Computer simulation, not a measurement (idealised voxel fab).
You're looking at the process module voxel self aligned vias.
FYI the section here is cut, 245 nm wide, cells are 5 nm squares.
Think of the cross-section as a grid of square cells. We describe it in bands, top to bottom, and each band covers one or more rows of those cells. This entry defines a band. It first specifies the height of the band's top and the height of its bottom in nm, and then specifies the band's materials from left to right, stating each material with its width in nm. The word "throughout" identifies a single material that fills the band from edge to edge, while the word "air" identifies empty space. Heights are measured from 0, the level below which the as-received wafer is all one material; the lowest band has no bottom and continues downward, written as in "0..down". Think of "30..40" as a width that walks from the first number to the second as you go down the band, top row to bottom row, taking equal-sized steps from row to row. "nothing changed" after a step means that no cell of the cross-section changed. "Sealed void listing": empty spaces of 8 cells or more with no open way to the top, each given as width x height at distance, distance from the left edge, all in nm. The remark found on a step's line after its settings is issued by the simulator itself and pertains to that step. "overlay nm" denotes, for a step that has a mask, the displacement of the mask to the right of its planned place, with negative values corresponding to the left. So the way this works: pairs, before and after one process step. The after picture only goes down to the lowest band that actually changed, nothing below. Step and its settings are under each pair. And watch out, pairs might come from different runs of this module, same starting wafer though, so a pair only follows on from the one above if its "Ex-ante state" entry tells you so.

Ex-ante state:
> 45..35 = air: 40 | lowk: 20 | air: 50 | lowk: 20 | air: 50 | lowk: 20 | air: 45
> 35..25 = W: 35 | TiN: 5 | lowk: 20 | TiN: 5 | W: 40 | TiN: 5 | lowk: 20 | TiN: 5 | W: 40 | TiN: 5 | lowk: 20 | TiN: 5 | W: 40
> 25..20 = TiN: 40 | lowk: 20 | TiN: 50 | lowk: 20 | TiN: 50 | lowk: 20 | TiN: 45
> 20..15 = SiCN throughout
> 15..0 = SiO2 throughout
> 0..down = Si throughout
> Sealed void listing: none

Sectional View, Post-Process:
> 50..45 = SiN throughout
> 45..35 = SiN: 40 | lowk: 20 | SiN: 50 | lowk: 20 | SiN: 50 | lowk: 20 | SiN: 45
> All layers under 35 are left as they were.
> Sealed void listing: none
Relating the two cross-sections above, the step in between is FILL_DEP, material SiN, thk nm 5

Ex-ante state: The pre-step condition corresponds to the post-step cross-section depicted in the pair directly above.

Sectional View, Post-Process:
> 45..35 = SiN: 40 | lowk: 20 | SiN: 50 | lowk: 20 | SiN: 50 | lowk: 20 | SiN: 45
> All layers under 35 are left as they were.
> Sealed void listing: none
Relating the two cross-sections above, the step in between is CMP, height nm 45

Ex-ante state: The pre-step condition corresponds to the post-step cross-section depicted in the pair directly above.

Sectional View, Post-Process:
> 65..45 = lowk throughout
> All layers under 45 are left as they were.
> Sealed void listing: none
Relating the two cross-sections above, the step in between is DIRECTIONAL_DEP, material lowk, thk nm 20

Ex-ante state: The pre-step condition corresponds to the post-step cross-section depicted in the pair directly above.

Sectional View, Post-Process:
> 80..65 = aC throughout
> All layers under 65 are left as they were.
> Sealed void listing: none
Relating the two cross-sections above, the step in between is DIRECTIONAL_DEP, material aC, thk nm 15

Ex-ante state: The pre-step condition corresponds to the post-step cross-section depicted in the pair directly above.

Sectional View, Post-Process:
> 115..80 = resist: 30 | air: 40 | resist: 30 | air: 40 | resist: 30 | air: 40 | resist: 35
> All layers under 80 are left as they were.
> Sealed void listing: none
Relating the two cross-sections above, the step in between is PATTERN, tone open, mask id VIAS, material resist, width nm 40, pitch nm 70, thk nm 35, overlay nm 0

Ex-ante state: The pre-step condition corresponds to the post-step cross-section depicted in the pair directly above.

Sectional View, Post-Process:
> 100..80 = resist: 30 | air: 40 | resist: 30 | air: 40 | resist: 30 | air: 40 | resist: 35
> 80..65 = aC: 30 | air: 40 | aC: 30 | air: 40 | aC: 30 | air: 40 | aC: 35
> All layers under 65 are left as they were.
> Sealed void listing: none
Relating the two cross-sections above, the step in between is DIRECTIONAL_ETCH, etch materials aC, depth nm 15

Ex-ante state: The pre-step condition corresponds to the post-step cross-section depicted in the pair directly above.

Sectional View, Post-Process:
> 80..65 = aC: 30 | air: 40 | aC: 30 | air: 40 | aC: 30 | air: 40 | aC: 35
> All layers under 65 are left as they were.
> Sealed void listing: none
Relating the two cross-sections above, the step in between is STRIP, etch materials resist

Ex-ante state: The pre-step condition corresponds to the post-step cross-section depicted in the pair directly above.

Sectional View, Post-Process:
> 80..65 = aC: 30 | air: 40 | aC: 30 | air: 40 | aC: 30 | air: 40 | aC: 35
> 65..45 = lowk: 30 | air: 40 | lowk: 30 | air: 40 | lowk: 30 | air: 40 | lowk: 35
> All layers under 45 are left as they were.
> Sealed void listing: none
Relating the two cross-sections above, the step in between is DIRECTIONAL_ETCH, etch materials lowk, depth nm 20

Ex-ante state: The pre-step condition corresponds to the post-step cross-section depicted in the pair directly above.

Sectional View, Post-Process:
> 80..65 = aC: 30 | air: 40 | aC: 30 | air: 40 | aC: 30 | air: 40 | aC: 35
> 65..45 = lowk: 30 | air: 40 | lowk: 30 | air: 40 | lowk: 30 | air: 40 | lowk: 35
> 45..35 = SiN: 30 | air: 10 | lowk: 20 | air: 10 | SiN: 30 | air: 10 | lowk: 20 | air: 10 | SiN: 30 | air: 10 | lowk: 20 | air: 10 | SiN: 35
> All layers under 35 are left as they were.
> Sealed void listing: none
Relating the two cross-sections above, the step in between is DIRECTIONAL_ETCH, etch materials SiN, depth nm 10

Ex-ante state: The pre-step condition corresponds to the post-step cross-section depicted in the pair directly above.

Sectional View, Post-Process:
> 65..45 = lowk: 30 | air: 40 | lowk: 30 | air: 40 | lowk: 30 | air: 40 | lowk: 35
> All layers under 45 are left as they were.
> Sealed void listing: none
Relating the two cross-sections above, the step in between is STRIP, etch materials aC

Ex-ante state: The pre-step condition corresponds to the post-step cross-section depicted in the pair directly above.

Sectional View, Post-Process:
> 70..65 = TiN: 35 | air: 30 | TiN: 40 | air: 30 | TiN: 40 | air: 30 | TiN: 40
> 65..50 = lowk: 30 | TiN: 5 | air: 30 | TiN: 5 | lowk: 30 | TiN: 5 | air: 30 | TiN: 5 | lowk: 30 | TiN: 5 | air: 30 | TiN: 5 | lowk: 35
> 50..45 = lowk: 30 | TiN: 40 | lowk: 30 | TiN: 40 | lowk: 30 | TiN: 40 | lowk: 35
> 45..35 = SiN: 30 | TiN: 10 | lowk: 20 | TiN: 10 | SiN: 30 | TiN: 10 | lowk: 20 | TiN: 10 | SiN: 30 | TiN: 10 | lowk: 20 | TiN: 10 | SiN: 35
> All layers under 35 are left as they were.
> Sealed void listing: none
Relating the two cross-sections above, the step in between is CONFORMAL_DEP, material TiN, thk nm 5

Ex-ante state: The pre-step condition corresponds to the post-step cross-section depicted in the pair directly above.

Sectional View, Post-Process:
> 75..70 = Cu throughout
> 70..65 = TiN: 35 | Cu: 30 | TiN: 40 | Cu: 30 | TiN: 40 | Cu: 30 | TiN: 40
> 65..50 = lowk: 30 | TiN: 5 | Cu: 30 | TiN: 5 | lowk: 30 | TiN: 5 | Cu: 30 | TiN: 5 | lowk: 30 | TiN: 5 | Cu: 30 | TiN: 5 | lowk: 35
> All layers under 50 are left as they were.
> Sealed void listing: none
Relating the two cross-sections above, the step in between is FILL_DEP, material Cu, thk nm 5

Ex-ante state: The pre-step condition corresponds to the post-step cross-section depicted in the pair directly above.

Sectional View, Post-Process:
> 65..50 = lowk: 30 | TiN: 5 | Cu: 30 | TiN: 5 | lowk: 30 | TiN: 5 | Cu: 30 | TiN: 5 | lowk: 30 | TiN: 5 | Cu: 30 | TiN: 5 | lowk: 35
> All layers under 50 are left as they were.
> Sealed void listing: none
Relating the two cross-sections above, the step in between is CMP, height nm 65

Ex-ante state: The pre-step condition corresponds to the post-step cross-section depicted in the pair directly above.

Sectional View, Post-Process:
> 70..65 = SiCN throughout
> All layers under 65 are left as they were.
> Sealed void listing: none
Relating the two cross-sections above, the step in between is CONFORMAL_DEP, material SiCN, thk nm 5
